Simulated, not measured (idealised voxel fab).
The process module presented herein is designated voxel local oxidation.
Each square cell in cross-section cut measures 5 nm, and the section as a whole is 295 nm wide.
Heads up, the way a cross-section reads in here is a grid of square cells, handed over as bands from the top down, with every band being one or more rows of cells.
Read a band's entry like this: the first values are the height of its top and the height of its bottom in nm, and what follows is the sequence of materials from left to right, each with its width in nm. Note that "empty" is empty space, and that a single material marked "edge to edge" reaches across the band from edge to edge.
It should be noted that heights are counted from 0, beneath which the wafer as supplied is of one material throughout, and that the lowest band possesses no lower boundary but continues downward, as written in "0 nm and below".
The expression "30..40" gives the width at the extremes of the band, the first number at its top row of cells and the second at its bottom row, with the width changing by equal amounts from each row to the next in between.
Any step labelled "nothing different" changed none of the cells in the cross-section.
Closed empty spaces (no open way to the top) of 8 cells or more are what "Cavities, closed" lists, each as width x height at distance from the left edge, nm for all three.
The remark found on a step's line after its settings is issued by the simulator itself and pertains to that step.
The optional step-line setting "overlay nm" applies to steps with a mask and quantifies how far to the right of its planned location the mask lay, a negative value indicating leftward placement.

Process steps (planned)
1) op RECEIVE | material Si
2) op CONFORMAL_DEP | material SiO2 | thk nm 5
3) op CONFORMAL_DEP | material SiN | thk nm 15
4) op PATTERN | tone cover | mask id ACTIVE | material resist | width nm 125 | thk nm 15 | overlay nm 0
5) op DIRECTIONAL_ETCH | etch materials SiN | depth nm 15
6) op STRIP | etch materials resist
7) op SELECTIVE_ETCH | etch materials SiO2 | depth nm 5
8) op OXIDIZE | depth nm 15
9) op STRIP | etch materials SiN

Here's what the wafer looked like in cross-section when it arrived - that's after step 1
- 0 nm and below = Si edge to edge
- Cavities, closed: none

Starting structure and process plan are as shown above, but one mistake was made in running the module; the wafer cross-section at the end of the module follows
- 15 nm to 0 nm = SiO2 edge to edge
- 0 nm and below = Si edge to edge
- Cavities, closed: none
What was the processing mistake? the process deviated at step 3: the operation and settings actually run there were op CONFORMAL_DEP | material SiO2 | thk nm 15
